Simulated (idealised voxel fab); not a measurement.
process module | voxel tone inversion
cross-section cut | 155 nm wide | cells 5 nm
A cross-section is a grid of square cells, given in bands from the top down. A band is one or more rows of cells.
Each band's line starts with the height of the band's top and of its bottom, in nm. Then come its materials from left to right, each with its width in nm. One material with "throughout" fills the band from edge to edge. "air" is empty space.
Height 0 is the level under which the wafer as received is all one material. The lowest band goes on downwards, as in "0 down".
A width such as "30 to 40" changes by the same amount from each row of cells to the next, from the band's top row to its bottom row.
"no change" after a step means that no cell of the cross-section changed.
closed voids: empty space of 8 cells or more with no open way to the top, each as width x height at its distance from the left edge, in nm
after a step's settings: what the simulator itself notes on the step
overlay nm, on a step with a mask: how far to the right of its planned place the mask lay; to the left if negative
plan
1 op RECEIVE | material Si
2 op CONFORMAL_DEP | material SiCN | thk nm 10
3 op DIRECTIONAL_DEP | material aC | thk nm 25
4 op PATTERN | tone cover | mask id POSTS | material resist | width nm 20 | pitch nm 40 | thk nm 30 | overlay nm 0
5 op DIRECTIONAL_ETCH | etch materials aC | depth nm 25
6 op STRIP | etch materials resist
7 op FILL_DEP | material lowk | thk nm 5
8 op CMP | height nm 35
9 op STRIP | etch materials aC
as received, after step 1
  0 down: Si throughout
  closed voids: none
a wafer at the end: this start, this plan, one mistake
  35 to 10: lowk 25 | air 25 | lowk 15 | air 25 | lowk 15 | air 25 | lowk 25
  10 to 0: SiCN throughout
  0 down: Si throughout
  closed voids: none
what went wrong: step 4 ran as: op PATTERN | tone cover | mask id POSTS | material resist | width nm 25 | pitch nm 40 | thk nm 30 | overlay nm 0
